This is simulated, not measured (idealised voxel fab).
A process module follows: voxel fin reveal.
cross-section cut | 280 nm wide | cells 5 nm
How to read a cross-section here: the picture is a grid of square cells, written as bands going from the top down, and any band can span one or more rows of cells.
Top height, bottom height, nm. Materials left to right, width each, nm. Single material + "everywhere" = fills band edge to edge. "blank" = empty.
Height is counted from the level 0, under which the received wafer is composed throughout of one material. The lowest of the bands is not closed at the bottom but continues downward, in the notation "0..down".
Width "30..40": first value at the band's top row of cells, second value at its bottom row, equal change from row to row.
"nothing different" for a step: no cell of the cross-section changed in that step.
"Voids, fully enclosed" - sealed voids, min. 8 cells, no opening to top; format: width x height at distance (distance from left edge; nm throughout).
Step line, after settings: the simulator's comment on this step.
For masked steps, "overlay nm" on the step line gives how far right of plan the mask actually lay; a minus sign means it lay to the left.
Steps in the process plan
1: RECEIVE with material Si
2: CONFORMAL_DEP with material SiN, thk nm 5
3: PATTERN with tone cover, mask id FINS, material resist, width nm 15, pitch nm 40, thk nm 20, overlay nm 0
4: DIRECTIONAL_ETCH with etch materials SiN, depth nm 5
5: DIRECTIONAL_ETCH with etch materials Si, depth nm 40
6: STRIP with etch materials resist
7: OXIDIZE with depth nm 5
8: FILL_DEP with material SiO2, thk nm 15
9: CMP with height nm 5
10: SELECTIVE_ETCH with etch materials SiO2, depth nm 35
11: STRIP with etch materials SiN
Received-state cross-section, reflecting completion of step 1
0..down  Si everywhere
Voids, fully enclosed: none
The first of two wafers, cross-sectioned at the end of the module, with the run proceeding as planned
0..-30  blank=75, then Si=5, then blank=35, then Si=5, then blank=35, then Si=5, then blank=35, then Si=5, then blank=80
-30..-45  SiO2=75, then Si=5, then SiO2=35, then Si=5, then SiO2=35, then Si=5, then SiO2=35, then Si=5, then SiO2=80
-45..down  Si everywhere
Voids, fully enclosed: none
Presented here is a cross-section of the second of the two wafers as it stood at the end of the module. It was started in the same manner and assigned the same plan as the first wafer; however, one mistake was made in its execution
0..-30  blank=75, then Si=5, then blank=35, then Si=5, then blank=35, then Si=5, then blank=35, then Si=5, then blank=80
-30..-35  SiO2=35, then blank=40, then Si=5, then blank=35, then Si=5, then blank=35, then Si=5, then blank=35, then Si=5, then blank=40, then SiO2=40
-35..-45  SiO2=75, then Si=5, then SiO2=35, then Si=5, then SiO2=35, then Si=5, then SiO2=35, then Si=5, then SiO2=80
-45..down  Si everywhere
Voids, fully enclosed: none
The mistake made against the process plan was this: steps 10 and 11 run out of order (swapped)
Count the cells at the end and the second wafer has more or fewer of some materials than the first: -37 SiO2
